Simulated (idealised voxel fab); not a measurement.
You're looking at the process module voxel air gaps.
Shown is cross-section cut, with a width of 235 nm and square cells of size 5 nm.
Bands, listed from the top down, are how a cross-section gets written in this document; the cross-section itself is a grid of square cells, and a band is one or more rows of them.
What a band's entry tells you: where the top is and where the bottom is, as heights in nm, and after that what lies inside, material by material from left to right, each with its width in nm. Empty space is written as the word "empty", and a single material marked with the word "full width" occupies the band from edge to edge.
Heights are reckoned from 0. Under this level, the received wafer is all of one material. The bottommost band is open-ended downward, for example "0 nm and below".
Think of "30..40" as a width that walks from the first number to the second as you go down the band, top row to bottom row, taking equal-sized steps from row to row.
For the purposes of this document, the phrase "no alterations made" attached to a step denotes that no cell within the cross-section was modified by that step.
The entry titled "Trapped cavities" provides the empty spaces that have no open way to the top, restricted to those of 8 cells or more. Each is presented as width x height at distance, the distance being measured from the left edge, with all three in nm.
after a step's settings: what the simulator itself notes on the step
A step line may carry the setting "overlay nm", which, for steps involving a mask, states the distance by which the mask lay to the right of its intended position; negative values denote displacement to the left.
-- Process steps (planned)
1) RECEIVE | material Si
2) CONFORMAL_DEP | material SiO2 | thk nm 10
3) CONFORMAL_DEP | material SiN | thk nm 5
4) DIRECTIONAL_DEP | material SiO2 | thk nm 40
5) MASKED_ETCH | tone open | mask id LINES | width nm 25 | pitch nm 55 | etch materials SiO2 | depth nm 40 | overlay nm 0
6) CONFORMAL_DEP | material TiN | thk nm 5
7) FILL_DEP | material Ru | thk nm 5
8) CMP | height nm 55
9) EPI | material Ru | thk nm 10
10) SELECTIVE_ETCH | etch materials SiO2 | depth nm 50
11) CONFORMAL_DEP | material SiCN | thk nm 5
-- As-received state of the wafer in cross-section, equivalent to post-step 1
	0 nm and below = Si full width
	Trapped cavities: none
-- End-of-module cross-section of the first of two wafers, processed as planned
	70 nm to 65 nm = empty (5) | SiCN (220) | empty (10)
	65 nm to 55 nm = empty (5) | SiCN (5) | Ru (45) | SiCN (10) | Ru (45) | SiCN (10) | Ru (45) | SiCN (10) | Ru (45) | SiCN (5) | empty (10)
	55 nm to 50 nm = empty (5) | SiCN (15) | TiN (5) | Ru (15) | TiN (5) | SiCN (30) | TiN (5) | Ru (15) | TiN (5) | SiCN (30) | TiN (5) | Ru (15) | TiN (5) | SiCN (30) | TiN (5) | Ru (15) | TiN (5) | SiCN (15) | empty (10)
	50 nm to 20 nm = empty (15) | SiCN (5) | TiN (5) | Ru (15) | TiN (5) | SiCN (5) | empty (20) | SiCN (5) | TiN (5) | Ru (15) | TiN (5) | SiCN (5) | empty (20) | SiCN (5) | TiN (5) | Ru (15) | TiN (5) | SiCN (5) | empty (20) | SiCN (5) | TiN (5) | Ru (15) | TiN (5) | SiCN (5) | empty (20)
	20 nm to 15 nm = SiCN (20) | TiN (25) | SiCN (30) | TiN (25) | SiCN (30) | TiN (25) | SiCN (30) | TiN (25) | SiCN (25)
	15 nm to 10 nm = SiN full width
	10 nm to 0 nm = SiO2 full width
	0 nm and below = Si full width
	Trapped cavities: 20 x 30 at 50; 20 x 30 at 105; 20 x 30 at 160
-- Second wafer through the module, sectioned at the end: same beginning and same plan as the first wafer, with one mistake in carrying it out
	80 nm to 75 nm = SiCN full width
	75 nm to 55 nm = Ru (230) | SiCN (5)
	55 nm to 50 nm = SiO2 (20) | TiN (5) | Ru (15) | TiN (5) | SiO2 (30) | TiN (5) | Ru (15) | TiN (5) | SiO2 (30) | TiN (5) | Ru (15) | TiN (5) | SiO2 (30) | TiN (5) | Ru (15) | TiN (5) | SiCN (25)
	50 nm to 20 nm = SiO2 (20) | TiN (5) | Ru (15) | TiN (5) | SiO2 (30) | TiN (5) | Ru (15) | TiN (5) | SiO2 (30) | TiN (5) | Ru (15) | TiN (5) | SiO2 (30) | TiN (5) | Ru (15) | TiN (5) | SiCN (5) | empty (20)
	20 nm to 15 nm = SiO2 (20) | TiN (25) | SiO2 (30) | TiN (25) | SiO2 (30) | TiN (25) | SiO2 (30) | TiN (25) | SiCN (25)
	15 nm to 10 nm = SiN full width
	10 nm to 0 nm = SiO2 full width
	0 nm and below = Si full width
	Trapped cavities: 20 x 30 at 215
What was the processing mistake? the plan had its step 9 run twice
Final tally in cells, some materials are higher or lower on the second wafer than on the first: 112 more of Ru; 92 fewer of SiCN; 176 more of SiO2
End state: 3 closed voids on the first wafer, 1 on the second.
